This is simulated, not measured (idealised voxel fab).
process module | voxel self aligned contacts
cross-section cut | 230 nm wide | cells 5 nm
A cross-section is a grid of square cells, given in bands from the top down. A band is one or more rows of cells.
Each band's line starts with the height of the band's top and of its bottom, in nm. Then come its materials from left to right, each with its width in nm. One material with "throughout" fills the band from edge to edge. "air" is empty space.
Height 0 is the level under which the wafer as received is all one material. The lowest band goes on downwards, as in "0 down".
A width such as "30 to 40" changes by the same amount from each row of cells to the next, from the band's top row to its bottom row.
"no change" after a step means that no cell of the cross-section changed.
closed voids: empty space of 8 cells or more with no open way to the top, each as width x height at its distance from the left edge, in nm
after a step's settings: what the simulator itself notes on the step
overlay nm, on a step with a mask: how far to the right of its planned place the mask lay; to the left if negative
plan
1 op RECEIVE | material Si
2 op CONFORMAL_DEP | material SiO2 | thk nm 5
3 op DIRECTIONAL_DEP | material polySi | thk nm 30
4 op DIRECTIONAL_DEP | material SiN | thk nm 15
5 op DIRECTIONAL_DEP | material aC | thk nm 15
6 op PATTERN | tone cover | mask id GATE | material resist | width nm 25 | pitch nm 55 | thk nm 35 | overlay nm 0
7 op DIRECTIONAL_ETCH | etch materials aC | depth nm 15
8 op STRIP | etch materials resist
9 op DIRECTIONAL_ETCH | etch materials SiN | depth nm 15
10 op DIRECTIONAL_ETCH | etch materials polySi | depth nm 30
11 op STRIP | etch materials aC
12 op CONFORMAL_DEP | material SiN | thk nm 5
13 op DIRECTIONAL_ETCH | etch materials SiN | depth nm 5
14 op FILL_DEP | material SiO2 | thk nm 20
15 op CMP | height nm 60
16 op DIRECTIONAL_DEP | material aC | thk nm 10
17 op PATTERN | tone open | mask id CONTACT | material resist | width nm 40 | thk nm 30 | overlay nm 0
18 op DIRECTIONAL_ETCH | etch materials aC | depth nm 10
19 op STRIP | etch materials resist
20 op DIRECTIONAL_ETCH | etch materials SiO2 | depth nm 60
21 op STRIP | etch materials aC
22 op CONFORMAL_DEP | material TiN | thk nm 5
23 op FILL_DEP | material W | thk nm 10
24 op CMP | height nm 60
25 op CONFORMAL_DEP | material SiN | thk nm 5
first wafer, as planned
as received, after step 1
  0 down: Si throughout
  closed voids: none
after step 2
  5 to 0: SiO2 throughout
  below 0: unchanged
after step 3
  35 to 5: polySi throughout
  below 5: unchanged
after step 4
  50 to 35: SiN throughout
  below 35: unchanged
after step 5
  65 to 50: aC throughout
  below 50: unchanged
after step 6
  100 to 65: air 75 | resist 25 | air 30 | resist 25 | air 75
  below 65: unchanged
after step 7
  85 to 65: air 75 | resist 25 | air 30 | resist 25 | air 75
  65 to 50: air 75 | aC 25 | air 30 | aC 25 | air 75
  below 50: unchanged
after step 8
  65 to 50: air 75 | aC 25 | air 30 | aC 25 | air 75
  below 50: unchanged
after step 9
  65 to 50: air 75 | aC 25 | air 30 | aC 25 | air 75
  50 to 35: air 75 | SiN 25 | air 30 | SiN 25 | air 75
  below 35: unchanged
after step 10
  65 to 50: air 75 | aC 25 | air 30 | aC 25 | air 75
  50 to 35: air 75 | SiN 25 | air 30 | SiN 25 | air 75
  35 to 5: air 75 | polySi 25 | air 30 | polySi 25 | air 75
  below 5: unchanged
after step 11
  50 to 35: air 75 | SiN 25 | air 30 | SiN 25 | air 75
  below 35: unchanged
after step 12
  55 to 35: air 70 | SiN 35 | air 20 | SiN 35 | air 70
  35 to 10: air 70 | SiN 5 | polySi 25 | SiN 5 | air 20 | SiN 5 | polySi 25 | SiN 5 | air 70
  10 to 5: SiN 75 | polySi 25 | SiN 30 | polySi 25 | SiN 75
  below 5: unchanged
after step 13
  50 to 35: air 70 | SiN 35 | air 20 | SiN 35 | air 70
  35 to 5: air 70 | SiN 5 | polySi 25 | SiN 5 | air 20 | SiN 5 | polySi 25 | SiN 5 | air 70
  below 5: unchanged
after step 14
  70 to 50: SiO2 throughout
  50 to 35: SiO2 70 | SiN 35 | SiO2 20 | SiN 35 | SiO2 70
  35 to 5: SiO2 70 | SiN 5 | polySi 25 | SiN 5 | SiO2 20 | SiN 5 | polySi 25 | SiN 5 | SiO2 70
  below 5: unchanged
after step 15
  60 to 50: SiO2 throughout
  below 50: unchanged
after step 16
  70 to 60: aC throughout
  below 60: unchanged
after step 17
  100 to 70: resist 95 | air 40 | resist 95
  below 70: unchanged
after step 18
  90 to 70: resist 95 | air 40 | resist 95
  70 to 60: aC 95 | air 40 | aC 95
  below 60: unchanged
after step 19
  70 to 60: aC 95 | air 40 | aC 95
  below 60: unchanged
after step 20
  70 to 60: aC 95 | air 40 | aC 95
  60 to 50: SiO2 95 | air 40 | SiO2 95
  50 to 35: SiO2 70 | SiN 35 | air 20 | SiN 35 | SiO2 70
  35 to 5: SiO2 70 | SiN 5 | polySi 25 | SiN 5 | air 20 | SiN 5 | polySi 25 | SiN 5 | SiO2 70
  5 to 0: SiO2 105 | air 20 | SiO2 105
  below 0: unchanged
after step 21
  60 to 50: SiO2 95 | air 40 | SiO2 95
  below 50: unchanged
after step 22
  65 to 60: TiN 100 | air 30 | TiN 100
  60 to 50: SiO2 95 | TiN 5 to 15 | air 30 to 10 | TiN 5 to 15 | SiO2 95
  50 to 35: SiO2 70 | SiN 35 | TiN 5 | air 10 | TiN 5 | SiN 35 | SiO2 70
  35 to 5: SiO2 70 | SiN 5 | polySi 25 | SiN 5 | TiN 5 | air 10 | TiN 5 | SiN 5 | polySi 25 | SiN 5 | SiO2 70
  5 to 0: SiO2 105 | TiN 20 | SiO2 105
  below 0: unchanged
after step 23
  75 to 65: W throughout
  65 to 60: TiN 100 | W 30 | TiN 100
  60 to 50: SiO2 95 | TiN 5 to 15 | W 30 to 10 | TiN 5 to 15 | SiO2 95
  50 to 35: SiO2 70 | SiN 35 | TiN 5 | W 10 | TiN 5 | SiN 35 | SiO2 70
  35 to 5: SiO2 70 | SiN 5 | polySi 25 | SiN 5 | TiN 5 | W 10 | TiN 5 | SiN 5 | polySi 25 | SiN 5 | SiO2 70
  below 5: unchanged
after step 24
  60 to 50: SiO2 95 | TiN 5 to 15 | W 30 to 10 | TiN 5 to 15 | SiO2 95
  below 50: unchanged
after step 25
  65 to 60: SiN throughout
  below 60: unchanged
second wafer: like start, like plan, one mistake. Through step 16 it matches the first wafer
when step 17 should have ended
  100 to 70: resist 100 | air 40 | resist 90
  below 70: unchanged
when step 18 should have ended
  90 to 70: resist 100 | air 40 | resist 90
  70 to 60: aC 100 | air 40 | aC 90
  below 60: unchanged
when step 19 should have ended
  70 to 60: aC 100 | air 40 | aC 90
  below 60: unchanged
when step 20 should have ended
  70 to 60: aC 100 | air 40 | aC 90
  60 to 50: SiO2 100 | air 40 | SiO2 90
  50 to 35: SiO2 70 | SiN 35 | air 20 | SiN 35 | SiO2 70
  35 to 5: SiO2 70 | SiN 5 | polySi 25 | SiN 5 | air 20 | SiN 5 | polySi 25 | SiN 5 | SiO2 70
  5 to 0: SiO2 105 | air 20 | SiO2 105
  below 0: unchanged
when step 21 should have ended
  60 to 50: SiO2 100 | air 40 | SiO2 90
  below 50: unchanged
when step 22 should have ended
  65 to 60: TiN 105 | air 30 | TiN 95
  60 to 50: SiO2 100 | TiN 5 to 10 | air 30 to 10 | TiN 5 to 20 | SiO2 90
  50 to 35: SiO2 70 | SiN 35 | TiN 5 | air 10 | TiN 5 | SiN 35 | SiO2 70
  35 to 5: SiO2 70 | SiN 5 | polySi 25 | SiN 5 | TiN 5 | air 10 | TiN 5 | SiN 5 | polySi 25 | SiN 5 | SiO2 70
  5 to 0: SiO2 105 | TiN 20 | SiO2 105
  below 0: unchanged
when step 23 should have ended
  75 to 65: W throughout
  65 to 60: TiN 105 | W 30 | TiN 95
  60 to 50: SiO2 100 | TiN 5 to 10 | W 30 to 10 | TiN 5 to 20 | SiO2 90
  50 to 35: SiO2 70 | SiN 35 | TiN 5 | W 10 | TiN 5 | SiN 35 | SiO2 70
  35 to 5: SiO2 70 | SiN 5 | polySi 25 | SiN 5 | TiN 5 | W 10 | TiN 5 | SiN 5 | polySi 25 | SiN 5 | SiO2 70
  below 5: unchanged
when step 24 should have ended
  60 to 50: SiO2 100 | TiN 5 to 10 | W 30 to 10 | TiN 5 to 20 | SiO2 90
  below 50: unchanged
when step 25 should have ended
  65 to 60: SiN throughout
  below 60: unchanged
what went wrong: step 17 ran as: op PATTERN | tone open | mask id CONTACT | material resist | width nm 40 | thk nm 30 | overlay nm 5
at the end the second wafer has, in cells: as many of each material as the first, in other places
